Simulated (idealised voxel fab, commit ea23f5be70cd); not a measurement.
Title: Process Module voxel self aligned vias
Section cut is 220 nm wide and gridded with 5 nm square cells.
How to read a cross-section here: the picture is a grid of square cells, written as bands going from the top down, and any band can span one or more rows of cells. Heights first: top, then bottom, in nm. Then materials, left to right, each with a width in nm. "all across" on a single material: fills the band edge to edge. "air": empty space. For the purposes of this specification, 0 denotes the height below which the wafer in its as-received condition is composed wholly of one material, and the lowermost band, lacking a lower limit, extends downward without end, as expressed in "z 0 and below". Graded width ("30..40"): value in top row of band = first number; value in bottom row = second number; row-to-row change constant. Step note "left unchanged" = no cross-section cell changed. The label "Fully sealed voids" introduces a list of the empty spaces, 8 cells or larger, that have no open way up to the top; each entry in it reads width x height at distance, where the distance is taken from the left edge and all three are stated in nm. Read whatever lies past the settings on a step's line as the simulator's own remark about the step. overlay nm: on a step with a mask, how far right of its planned place the mask lay; negative means left.

[Planned step list for the process]
1 RECEIVE: material Si
2 CONFORMAL_DEP: material SiO2, thk nm 15
3 CONFORMAL_DEP: material SiCN, thk nm 5
4 DIRECTIONAL_DEP: material lowk, thk nm 30
5 MASKED_ETCH: tone open, mask id LINES, width nm 25, pitch nm 50, etch materials lowk, depth nm 30, overlay nm 0
6 CONFORMAL_DEP: material TiN, thk nm 5
7 FILL_DEP: material W, thk nm 5
8 CMP: height nm 50
9 SELECTIVE_ETCH: etch materials W Ru TiN, depth nm 5
10 FILL_DEP: material SiN, thk nm 10
11 CMP: height nm 50
12 DIRECTIONAL_DEP: material lowk, thk nm 20
13 PATTERN: tone open, mask id VIAS, material resist, width nm 35, pitch nm 50, thk nm 15, overlay nm 0
14 DIRECTIONAL_ETCH: etch materials lowk, depth nm 20
15 DIRECTIONAL_ETCH: etch materials SiN, depth nm 5
16 STRIP: etch materials resist
17 CONFORMAL_DEP: material TiN, thk nm 5
18 FILL_DEP: material Cu, thk nm 5
19 CMP: height nm 70
20 CONFORMAL_DEP: material SiN, thk nm 5

[Wafer at receipt (post step 1), cross-section]
> z 0 and below = Si all across
> Fully sealed voids: none

[The first of two wafers, cross-sectioned at the end of the module, with the run proceeding as planned]
> z 75 to 70 = SiN all across
> z 70 to 55 = lowk 40 nm; TiN 5 nm; Cu 25 nm; TiN 5 nm; lowk 15 nm; TiN 5 nm; Cu 25 nm; TiN 5 nm; lowk 15 nm; TiN 5 nm; Cu 25 nm; TiN 5 nm; lowk 45 nm
> z 55 to 50 = lowk 40 nm; TiN 10 nm; Cu 15 nm; TiN 10 nm; lowk 15 nm; TiN 10 nm; Cu 15 nm; TiN 10 nm; lowk 15 nm; TiN 10 nm; Cu 15 nm; TiN 10 nm; lowk 45 nm
> z 50 to 45 = lowk 45 nm; TiN 25 nm; lowk 25 nm; TiN 25 nm; lowk 25 nm; TiN 25 nm; lowk 50 nm
> z 45 to 25 = lowk 45 nm; TiN 5 nm; W 15 nm; TiN 5 nm; lowk 25 nm; TiN 5 nm; W 15 nm; TiN 5 nm; lowk 25 nm; TiN 5 nm; W 15 nm; TiN 5 nm; lowk 50 nm
> z 25 to 20 = lowk 45 nm; TiN 25 nm; lowk 25 nm; TiN 25 nm; lowk 25 nm; TiN 25 nm; lowk 50 nm
> z 20 to 15 = SiCN all across
> z 15 to 0 = SiO2 all across
> z 0 and below = Si all across
> Fully sealed voids: none

[Here is the second of the two wafers cut open at the end of the module - same start, same plan as the first one, but we made one mistake running it]
> z 75 to 70 = SiN all across
> z 70 to 55 = lowk 40 nm; TiN 5 nm; Cu 25 nm; TiN 5 nm; lowk 15 nm; TiN 5 nm; Cu 25 nm; TiN 5 nm; lowk 15 nm; TiN 5 nm; Cu 25 nm; TiN 5 nm; lowk 45 nm
> z 55 to 50 = lowk 40 nm; TiN 15 nm; Cu 15 nm; TiN 5 nm; lowk 15 nm; TiN 15 nm; Cu 15 nm; TiN 5 nm; lowk 15 nm; TiN 15 nm; Cu 15 nm; TiN 5 nm; lowk 45 nm
> z 50 to 45 = lowk 50 nm; TiN 25 nm; lowk 25 nm; TiN 25 nm; lowk 25 nm; TiN 25 nm; lowk 45 nm
> z 45 to 25 = lowk 50 nm; TiN 5 nm; W 15 nm; TiN 5 nm; lowk 25 nm; TiN 5 nm; W 15 nm; TiN 5 nm; lowk 25 nm; TiN 5 nm; W 15 nm; TiN 5 nm; lowk 45 nm
> z 25 to 20 = lowk 50 nm; TiN 25 nm; lowk 25 nm; TiN 25 nm; lowk 25 nm; TiN 25 nm; lowk 45 nm
> z 20 to 15 = SiCN all across
> z 15 to 0 = SiO2 all across
> z 0 and below = Si all across
> Fully sealed voids: none
Plan not followed: off-plan run, step 5, actual operation and settings MASKED_ETCH: tone open, mask id LINES, width nm 25, pitch nm 50, etch materials lowk, depth nm 30, overlay nm 5
When the process is done, the second wafer contains the same cell count of every material as the first wafer, but distributed over other locations.
